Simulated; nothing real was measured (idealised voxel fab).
Process module in this document: voxel spacer lines
The width of the displayed cross-section, cut, is 275 nm; its cells are square, with a size of 5 nm.
The cross-sections in this document take the form of a grid made of square cells. They are written out as bands, in order from top to bottom. Each band consists of one or more rows of cells.
This entry defines a band. It first specifies the height of the band's top and the height of its bottom in nm, and then specifies the band's materials from left to right, stating each material with its width in nm. The word "all across" identifies a single material that fills the band from edge to edge, while the word "blank" identifies empty space.
Heights are expressed relative to 0, this being the level below which the as-received wafer comprises one material exclusively. The lowest band is unbounded in the downward direction and is denoted as in "0 nm and below".
Graded width ("30 to 40"): value in top row of band = first number; value in bottom row = second number; row-to-row change constant.
The designation "no alterations made", where it is given for a processing step, indicates that no cell of the cross-section was altered in the course of that step.
"Enclosed void listing": sealed empty spaces, 8 cells or more, no open way to top, listed width x height at distance, with distance from the left edge and width, height and distance in nm.
Heads up: the bit after the settings on a step's line is the simulator's remark on that step.
Steps that use a mask can have "overlay nm" on their line. It says how far the mask sat to the right of where it was meant to be. Negative means to the left.

The process steps that were planned are listed below:
1: op RECEIVE | material Si
2: op CONFORMAL_DEP | material Al2O3 | thk nm 5
3: op DIRECTIONAL_DEP | material W | thk nm 20
4: op DIRECTIONAL_DEP | material polySi | thk nm 20
5: op PATTERN | tone cover | mask id MANDREL | material resist | width nm 20 | pitch nm 60 | thk nm 25 | overlay nm 0
6: op DIRECTIONAL_ETCH | etch materials polySi | depth nm 20
7: op STRIP | etch materials resist
8: op CONFORMAL_DEP | material SiO2 | thk nm 10
9: op DIRECTIONAL_ETCH | etch materials SiO2 | depth nm 10
10: op STRIP | etch materials polySi
11: op DIRECTIONAL_ETCH | etch materials W | depth nm 20
12: op STRIP | etch materials SiO2
13: op FILL_DEP | material SiO2 | thk nm 5
14: op CMP | height nm 25

Shown in cross-section is the wafer as received, that is, as it stands after step 1:
* 0 nm and below: Si all across
* Enclosed void listing: none

Final wafer profile in cross-section after the module, from the same start and plan as above, with one mistake made during processing:
* 25 nm to 5 nm: SiO2 90 nm / W 10 nm / SiO2 20 nm / W 10 nm / SiO2 20 nm / W 10 nm / SiO2 20 nm / W 10 nm / SiO2 85 nm
* 5 nm to 0 nm: Al2O3 all across
* 0 nm and below: Si all across
* Enclosed void listing: none
Processing error: off-plan run, step 5, actual operation and settings op PATTERN | tone cover | mask id MANDREL | material resist | width nm 20 | pitch nm 60 | thk nm 25 | overlay nm 5
